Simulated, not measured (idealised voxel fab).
Title: Process Module voxel local oxidation
255 nm wide, 5 nm square cells: that's cross-section cut.
Cross-section format: a grid of square cells, given as bands from top to bottom; each band is one or more rows of cells. Band entry format. Leading values: height of top, height of bottom, nm. Remainder: materials in left-to-right order, each with its width in nm. Special words: "all across" on a single material, which then fills the band edge to edge; "empty", empty space. We count height from 0. Below that, the starting wafer is all one material. The lowest band never ends at the bottom but goes on down; see "0 -> down" for how that is written. Width: "30 to 40" (first number = top row, second number = bottom row, same change from row to row of cells). Given "nothing was modified" for a step, no cell of the cross-section differs between before and after that step. What "Closed empty spaces" gives you is every empty space of 8 cells or more that is cut off from the top. Each appears as width x height at distance, with the distance taken from the left edge and width, height and distance all in nm. If you see something after the settings on a step's line, that's the simulator's own remark about that step. You can add "overlay nm" to a step's line. For a step with a mask, it describes how far the mask lay to the right of its planned position, and a negative number describes a lay to the left.
**These are the steps we planned for the process**
1,RECEIVE | material Si
2,CONFORMAL_DEP | material SiO2 | thk nm 5
3,CONFORMAL_DEP | material SiN | thk nm 10
4,PATTERN | tone cover | mask id ACTIVE | material resist | width nm 95 | pitch nm 120 | thk nm 20 | overlay nm 0
5,DIRECTIONAL_ETCH | etch materials SiN | depth nm 10
6,STRIP | etch materials resist
7,SELECTIVE_ETCH | etch materials SiO2 | depth nm 5
8,OXIDIZE | depth nm 10
9,STRIP | etch materials SiN
**Account of the first of two wafers, which was processed as intended**
**Incoming wafer in cross-section (state: after step 1)**
  0 -> down: Si all across
  Closed empty spaces: none
**The following cross-section depicts the wafer upon completion of step 2**
  5 -> 0: SiO2 all across
  No changes below 0.
**The following cross-section depicts the wafer upon completion of step 3**
  15 -> 5: SiN all across
  No changes below 5.
**The following cross-section depicts the wafer upon completion of step 4**
  35 -> 15: empty 20 nm  resist 95 nm  empty 25 nm  resist 95 nm  empty 20 nm
  No changes below 15.
**The following cross-section depicts the wafer upon completion of step 5**
  35 -> 15: empty 20 nm  resist 95 nm  empty 25 nm  resist 95 nm  empty 20 nm
  15 -> 5: empty 20 nm  SiN 95 nm  empty 25 nm  SiN 95 nm  empty 20 nm
  No changes below 5.
**The following cross-section depicts the wafer upon completion of step 6**
  15 -> 5: empty 20 nm  SiN 95 nm  empty 25 nm  SiN 95 nm  empty 20 nm
  No changes below 5.
**The following cross-section depicts the wafer upon completion of step 7**
  15 -> 5: empty 20 nm  SiN 95 nm  empty 25 nm  SiN 95 nm  empty 20 nm
  5 -> 0: empty 25 nm  SiO2 85 nm  empty 35 nm  SiO2 85 nm  empty 25 nm
  No changes below 0.
**The following cross-section depicts the wafer upon completion of step 8**
  15 -> 5: empty 20 nm  SiN 95 nm  empty 25 nm  SiN 95 nm  empty 20 nm
  5 -> 0: empty 25 nm  SiO2 85 nm  empty 35 nm  SiO2 85 nm  empty 25 nm
  0 -> -10: SiO2 35 nm  Si 65 nm  SiO2 55 nm  Si 65 nm  SiO2 35 nm
  No changes below -10.
**The following cross-section depicts the wafer upon completion of step 9**
  5 -> 0: empty 25 nm  SiO2 85 nm  empty 35 nm  SiO2 85 nm  empty 25 nm
  No changes below 0.
**Second of two: same start, same plan, one run error; steps up to and including 3 match the first**
**Cross-section of the second wafer at the time by which step 4 should have been completed according to the plan**
  35 -> 15: empty 15 nm  resist 105 nm  empty 15 nm  resist 105 nm  empty 15 nm
  No changes below 15.
**Cross-section of the second wafer at the time by which step 5 should have been completed according to the plan**
  35 -> 15: empty 15 nm  resist 105 nm  empty 15 nm  resist 105 nm  empty 15 nm
  15 -> 5: empty 15 nm  SiN 105 nm  empty 15 nm  SiN 105 nm  empty 15 nm
  No changes below 5.
**Cross-section of the second wafer at the time by which step 6 should have been completed according to the plan**
  15 -> 5: empty 15 nm  SiN 105 nm  empty 15 nm  SiN 105 nm  empty 15 nm
  No changes below 5.
**Cross-section of the second wafer at the time by which step 7 should have been completed according to the plan**
  15 -> 5: empty 15 nm  SiN 105 nm  empty 15 nm  SiN 105 nm  empty 15 nm
  5 -> 0: empty 20 nm  SiO2 95 nm  empty 25 nm  SiO2 95 nm  empty 20 nm
  No changes below 0.
**Cross-section of the second wafer at the time by which step 8 should have been completed according to the plan**
  15 -> 5: empty 15 nm  SiN 105 nm  empty 15 nm  SiN 105 nm  empty 15 nm
  5 -> 0: empty 20 nm  SiO2 95 nm  empty 25 nm  SiO2 95 nm  empty 20 nm
  0 -> -10: SiO2 30 nm  Si 75 nm  SiO2 45 nm  Si 75 nm  SiO2 30 nm
  No changes below -10.
**Cross-section of the second wafer at the time by which step 9 should have been completed according to the plan**
  5 -> 0: empty 20 nm  SiO2 95 nm  empty 25 nm  SiO2 95 nm  empty 20 nm
  No changes below 0.
Deviation noted in wafer processing: step 4 did not use the planned setting and instead ran as PATTERN | tone cover | mask id ACTIVE | material resist | width nm 105 | pitch nm 120 | thk nm 20 | overlay nm 0
At the finish, the second wafer shows more or fewer cells for some materials than the first does: 8 more of Si; 4 fewer of SiO2
